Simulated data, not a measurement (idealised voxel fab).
Process module heading - voxel plated lines
Section cut is 295 nm wide and gridded with 5 nm square cells.
A cross-section is a grid of square cells, given in bands from the top down. A band is one or more rows of cells.
What a band's entry tells you: where the top is and where the bottom is, as heights in nm, and after that what lies inside, material by material from left to right, each with its width in nm. Empty space is written as the word "air", and a single material marked with the word "all across" occupies the band from edge to edge.
Zero point of the height axis is 0; under it, received wafer = one material. Lowest band: continues down indefinitely, "z 0 and below".
When a width is written as two numbers, as in "30->40", the first number is the width in the top row of cells of the band and the second is the width in its bottom row, and the width changes by the same amount from each row to the next.
Step note "remained unchanged" = no cross-section cell changed.
"Unvented internal voids": empty spaces of 8 cells or more with no open way to the top, each given as width x height at distance, distance from the left edge, all in nm.
On a step's line, text after the settings is the simulator commenting on that step.
On any step carrying a mask, the "overlay nm" setting, if present on the step's line, tells how far right of its planned place the mask lay; negative values point to the left.
HERE'S WHAT THE PLANNED PROCESS STEPS LOOK LIKE
1: RECEIVE | material Si
2: CONFORMAL_DEP | material SiN | thk nm 5
3: DIRECTIONAL_DEP | material TiN | thk nm 5
4: PATTERN | tone open | mask id LINES | material resist | width nm 25 | pitch nm 40 | thk nm 40 | overlay nm 0
5: EPI | material Ru | thk nm 10
6: EPI | material Ru | thk nm 5
7: EPI | material Ru | thk nm 5
8: STRIP | etch materials resist
9: DIRECTIONAL_ETCH | etch materials TiN | depth nm 5
10: CONFORMAL_DEP | material SiN | thk nm 10
CROSS-SECTION OF THE INCOMING WAFER, STATE AFTER STEP 1
- z 0 and below: Si all across
- Unvented internal voids: none
THE FOLLOWING CROSS-SECTION DEPICTS THE WAFER UPON CONCLUSION OF THE MODULE. PROCESSING COMMENCED FROM THE STARTING CONDITION ILLUSTRATED ABOVE AND ADHERED TO THE PLAN ILLUSTRATED ABOVE, SAVE FOR ONE MISTAKE IN EXECUTION
- z 40 to 30: air (80)  SiN (135)  air (80)
- z 30 to 25: air (80)  SiN (10)  Ru (35)  SiN (5)  Ru (35)  SiN (5)  Ru (35)  SiN (10)  air (80)
- z 25 to 15: SiN (90)  Ru (35)  SiN (5)  Ru (35)  SiN (5)  Ru (35)  SiN (90)
- z 15 to 10: Ru all across
- z 10 to 5: TiN all across
- z 5 to 0: SiN all across
- z 0 and below: Si all across
- Unvented internal voids: none
So what did we get wrong on this run? steps 7 and 8 of the plan were run in the wrong order, each in the other's place
